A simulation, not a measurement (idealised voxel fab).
process module | voxel self aligned contacts
Cross-section cut: width 260 nm, square cells of 5 nm.
Throughout this document, each cross-section is represented as a grid of square cells and is presented as a sequence of bands enumerated from the top downward, where a band comprises one or more rows of cells.
It is stipulated that each band's entry specify, in nanometres, the height of the top of the band and then that of its bottom, followed by the materials of the band in left-to-right sequence, each together with its width in nanometres. A single material marked by the word "everywhere" is understood to fill the band from edge to edge; the word "blank" is understood to denote empty space.
Height 0 is the level under which the wafer as received is all one material. The lowest band goes on downwards, as in "0 down".
Note: "30->40" means the width goes from the first number (top row of the band) to the second number (bottom row) in equal steps per row of cells.
"no alterations made" -> step changed no cross-section cell.
"Trapped cavities" contains a list of empty spaces, each no smaller than 8 cells and without an open way to the top, written in the form width x height at distance with the distance from the left edge and all three in nm.
The remark found on a step's line after its settings is issued by the simulator itself and pertains to that step.
overlay nm: where the mask lay relative to plan, measured to the right, on steps with a mask; negatives go left.
**The process steps that were planned are listed below**
1 RECEIVE: material Si
2 OXIDIZE: depth nm 5
3 DIRECTIONAL_DEP: material polySi, thk nm 20
4 DIRECTIONAL_DEP: material SiN, thk nm 20
5 DIRECTIONAL_DEP: material aC, thk nm 15
6 PATTERN: tone cover, mask id GATE, material resist, width nm 25, pitch nm 50, thk nm 30, overlay nm 0
7 DIRECTIONAL_ETCH: etch materials aC, depth nm 15
8 STRIP: etch materials resist
9 DIRECTIONAL_ETCH: etch materials SiN, depth nm 20
10 DIRECTIONAL_ETCH: etch materials polySi, depth nm 20
11 STRIP: etch materials aC
12 CONFORMAL_DEP: material SiN, thk nm 5
13 DIRECTIONAL_ETCH: etch materials SiN, depth nm 5
14 FILL_DEP: material SiO2, thk nm 15
15 CMP: height nm 45
16 DIRECTIONAL_DEP: material aC, thk nm 15
17 PATTERN: tone open, mask id CONTACT, material resist, width nm 35, thk nm 30, overlay nm 0
18 DIRECTIONAL_ETCH: etch materials aC, depth nm 15
19 STRIP: etch materials resist
20 DIRECTIONAL_ETCH: etch materials SiO2, depth nm 50
21 STRIP: etch materials aC
22 CONFORMAL_DEP: material TiN, thk nm 5
23 FILL_DEP: material W, thk nm 5
24 CMP: height nm 45
25 CONFORMAL_DEP: material SiN, thk nm 5
**Received-state cross-section, reflecting completion of step 1**
* 0 down | Si everywhere
* Trapped cavities: none
**The module was run from the start shown above using the plan shown above, but one mistake was made doing it; the resulting wafer cross-section is below**
* 50 to 45 | SiN everywhere
* 45 to 35 | 85 of SiO2, then 35 of SiN, then 5 of TiN, then 5 of W, then 5 of TiN, then 35 of SiN, then 90 of SiO2
* 35 to 30 | 85 of SiO2, then 35 of SiN, then 15 of TiN, then 35 of SiN, then 90 of SiO2
* 30 to 20 | SiN everywhere
* 20 to 0 | polySi everywhere
* 0 to -5 | SiO2 everywhere
* -5 down | Si everywhere
* Trapped cavities: none
what went wrong: it should be noted that step 4 was executed with settings other than those planned, the operation and settings actually applied being DIRECTIONAL_DEP: material SiN, thk nm 30
